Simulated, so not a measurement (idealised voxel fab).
process module | voxel trench capacitor
cross-section cut | 200 nm wide | cells 5 nm
A cross-section is a grid of square cells, given in bands from the top down. A band is one or more rows of cells.
Each band's line starts with the height of the band's top and of its bottom, in nm. Then come its materials from left to right, each with its width in nm. One material with "throughout" fills the band from edge to edge. "air" is empty space.
Height 0 is the level under which the wafer as received is all one material. The lowest band goes on downwards, as in "0 down".
A width such as "30 to 40" changes by the same amount from each row of cells to the next, from the band's top row to its bottom row.
"no change" after a step means that no cell of the cross-section changed.
closed voids: empty space of 8 cells or more with no open way to the top, each as width x height at its distance from the left edge, in nm
after a step's settings: what the simulator itself notes on the step
overlay nm, on a step with a mask: how far to the right of its planned place the mask lay; to the left if negative
plan
1 op RECEIVE | material Si
2 op CONFORMAL_DEP | material SiN | thk nm 5
3 op MASKED_ETCH | tone open | mask id TRENCH | width nm 15 | pitch nm 45 | etch materials SiN | depth nm 5 | overlay nm 0
4 op MASKED_ETCH | tone open | mask id TRENCH | width nm 15 | pitch nm 45 | etch materials Si | depth nm 40 | overlay nm 0
5 op CONFORMAL_DEP | material SiO2 | thk nm 5
6 op FILL_DEP | material polySi | thk nm 5
7 op CMP | height nm 5
varied across the wafers: width nm of step 3. The plan shows the first wafer's value. All wafers start alike
first wafer as received, after step 1
  0 down: Si throughout
  closed voids: none
first wafer at the end, after step 7
  5 to 0: SiN 45 | SiO2 5 | polySi 5 | SiO2 5 | SiN 30 | SiO2 5 | polySi 5 | SiO2 5 | SiN 30 | SiO2 5 | polySi 5 | SiO2 5 | SiN 50
  0 to -35: Si 45 | SiO2 5 | polySi 5 | SiO2 5 | Si 30 | SiO2 5 | polySi 5 | SiO2 5 | Si 30 | SiO2 5 | polySi 5 | SiO2 5 | Si 50
  -35 to -40: Si 45 | SiO2 15 | Si 30 | SiO2 15 | Si 30 | SiO2 15 | Si 50
  -40 down: Si throughout
  closed voids: none
last wafer at the end
  5 to 0: SiN 40 | SiO2 10 | polySi 5 | SiO2 15 | SiN 15 | SiO2 10 | polySi 5 | SiO2 15 | SiN 15 | SiO2 10 | polySi 5 | SiO2 15 | SiN 40
  0 to -35: Si 45 | SiO2 5 | polySi 5 | SiO2 5 | Si 30 | SiO2 5 | polySi 5 | SiO2 5 | Si 30 | SiO2 5 | polySi 5 | SiO2 5 | Si 50
  -35 to -40: Si 45 | SiO2 15 | Si 30 | SiO2 15 | Si 30 | SiO2 15 | Si 50
  -40 down: Si throughout
  closed voids: none
each wafer at the end: cells of each material gained (+) or lost (-) since it was received, then its closed voids
width nm 15 | -72 Si | +31 SiN | +57 SiO2 | +24 polySi | closed voids: none
width nm 20 | -72 Si | +28 SiN | +60 SiO2 | +24 polySi | closed voids: none
width nm 25 | -72 Si | +25 SiN | +63 SiO2 | +24 polySi | closed voids: none
width nm 30 | -72 Si | +22 SiN | +66 SiO2 | +24 polySi | closed voids: none
